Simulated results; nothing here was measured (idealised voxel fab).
The following process module bears the name voxel capacitor over wiring.
245 nm wide, 5 nm square cells: that's cross-section cut.
When this document writes out a cross-section, it uses a grid of square cells and lists it as bands, beginning at the top and moving down, with a band standing for one or more rows of cells. Heads up on the band format: heights come first, top then bottom, in nm. After that it's the materials left to right, each with its width in nm. A single material flagged "all across" fills the whole band edge to edge, and "empty" means there's empty space there. Height 0 is the level under which the wafer as received is all one material. The lowest band goes on downwards, as in "top 0, no bottom". The two numbers in a width such as "30..40" mark its ends across the band: the first belongs to the top row of cells, the second to the bottom row, and from each row to the next the width moves by the same amount. Where the words "left unchanged" appear for a step, the cross-section shows no cell changed by that step; every cell remained as before. The entry titled "Fully closed voids" provides the empty spaces that have no open way to the top, restricted to those of 8 cells or more. Each is presented as width x height at distance, the distance being measured from the left edge, with all three in nm. On a step's line, text after the settings is the simulator commenting on that step. When a step includes a mask, the "overlay nm" setting on its line states how far to the right of its planned place that mask lay, and negative values state how far to the left.
Below is the list of planned process steps:
| 1 | RECEIVE | material Si |
| 2 | CONFORMAL_DEP | material SiO2 | thk nm 15 |
| 3 | DIRECTIONAL_DEP | material TiN | thk nm 5 |
| 4 | DIRECTIONAL_DEP | material W | thk nm 20 |
| 5 | DIRECTIONAL_DEP | material aC | thk nm 15 |
| 6 | PATTERN | tone cover | mask id METAL_1 | material resist | width nm 30 | pitch nm 90 | thk nm 35 | overlay nm 0 |
| 7 | DIRECTIONAL_ETCH | etch materials aC | depth nm 15 |
| 8 | STRIP | etch materials resist |
| 9 | DIRECTIONAL_ETCH | etch materials W | depth nm 20 |
| 10 | DIRECTIONAL_ETCH | etch materials TiN | depth nm 5 |
| 11 | STRIP | etch materials aC |
| 12 | FILL_DEP | material lowk | thk nm 5 |
| 13 | CMP | height nm 40 |
| 14 | CONFORMAL_DEP | material SiCN | thk nm 5 |
| 15 | DIRECTIONAL_DEP | material lowk | thk nm 10 |
| 16 | DIRECTIONAL_DEP | material aC | thk nm 10 |
| 17 | PATTERN | tone open | mask id PLUG_1 | material resist | width nm 15 | thk nm 25 | overlay nm 0 |
| 18 | DIRECTIONAL_ETCH | etch materials aC | depth nm 10 |
| 19 | STRIP | etch materials resist |
| 20 | DIRECTIONAL_ETCH | etch materials lowk | depth nm 10 |
| 21 | DIRECTIONAL_ETCH | etch materials SiCN | depth nm 5 |
| 22 | STRIP | etch materials aC |
| 23 | EPI | material Ru | thk nm 10 |
| 24 | EPI | material Ru | thk nm 5 |
| 25 | DIRECTIONAL_DEP | material TiN | thk nm 5 |
| 26 | DIRECTIONAL_DEP | material Al2O3 | thk nm 5 |
| 27 | DIRECTIONAL_DEP | material TiN | thk nm 5 |
| 28 | PATTERN | tone cover | mask id UPPER_PLATE | material resist | width nm 65 | thk nm 15 | overlay nm 0 |
| 29 | DIRECTIONAL_ETCH | etch materials TiN | depth nm 5 |
| 30 | DIRECTIONAL_ETCH | etch materials Al2O3 | depth nm 5 |
| 31 | STRIP | etch materials resist |
| 32 | DIRECTIONAL_DEP | material aC | thk nm 10 |
| 33 | PATTERN | tone cover | mask id LOWER_PLATE | material resist | width nm 75 | thk nm 30 | overlay nm 0 |
| 34 | DIRECTIONAL_ETCH | etch materials aC | depth nm 10 |
| 35 | STRIP | etch materials resist |
| 36 | DIRECTIONAL_ETCH | etch materials TiN | depth nm 5 |
| 37 | STRIP | etch materials aC |
| 38 | FILL_DEP | material SiO2 | thk nm 15 |
| 39 | CMP | height nm 80 |
| 40 | PATTERN | tone open | mask id PLUG_2 | material resist | width nm 15 | thk nm 15 | overlay nm 0 |
| 41 | DIRECTIONAL_ETCH | etch materials SiO2 | depth nm 10 |
| 42 | STRIP | etch materials resist |
| 43 | CONFORMAL_DEP | material TiN | thk nm 5 |
| 44 | FILL_DEP | material Cu | thk nm 10 |
| 45 | CMP | height nm 80 |
| 46 | CONFORMAL_DEP | material SiN | thk nm 5 |
Incoming wafer, cross-sectional view, post step 1:
* top 0, no bottom | Si all across
* Fully closed voids: none
Wafer cross-section at module end: first of two, run to plan:
* top 85, bottom 80 | SiN all across
* top 80, bottom 75 | SiO2=85; TiN=5; Cu=5; TiN=5; SiO2=145
* top 75, bottom 65 | SiO2=85..75; TiN=15..65; SiO2=145..105
* top 65, bottom 60 | SiO2=75; Al2O3=65; SiO2=105
* top 60, bottom 55 | SiO2=70; TiN=75; SiO2=100
* top 55, bottom 45 | lowk=75; Ru=15; lowk=155
* top 45, bottom 40 | SiCN=75; Ru=15; SiCN=155
* top 40, bottom 20 | lowk=60; W=30; lowk=60; W=30; lowk=65
* top 20, bottom 15 | lowk=60; TiN=30; lowk=60; TiN=30; lowk=65
* top 15, bottom 0 | SiO2 all across
* top 0, no bottom | Si all across
* Fully closed voids: none
Cross-section of the latter of the two wafers at module completion. It had an identical start and an identical plan to the former; in running it, one mistake was made:
* top 90, bottom 85 | SiN all across
* top 85, bottom 80 | TiN=90; Cu=5; TiN=150
* top 80, bottom 75 | SiO2=85; TiN=5; Cu=5; TiN=5; SiO2=145
* top 75, bottom 65 | SiO2=85..75; TiN=15..65; SiO2=145..105
* top 65, bottom 60 | SiO2=75; Al2O3=65; SiO2=105
* top 60, bottom 55 | SiO2=70; TiN=75; SiO2=100
* top 55, bottom 45 | lowk=75; Ru=15; lowk=155
* top 45, bottom 40 | SiCN=75; Ru=15; SiCN=155
* top 40, bottom 20 | lowk=60; W=30; lowk=60; W=30; lowk=65
* top 20, bottom 15 | lowk=60; TiN=30; lowk=60; TiN=30; lowk=65
* top 15, bottom 0 | SiO2 all across
* top 0, no bottom | Si all across
* Fully closed voids: none
What was the processing mistake? step 45, actual vs plan mismatch, actual run CMP | height nm 85
FYI, end of process, the second wafer has more or fewer cells of some materials than the first: 1 more of Cu, 48 more of TiN
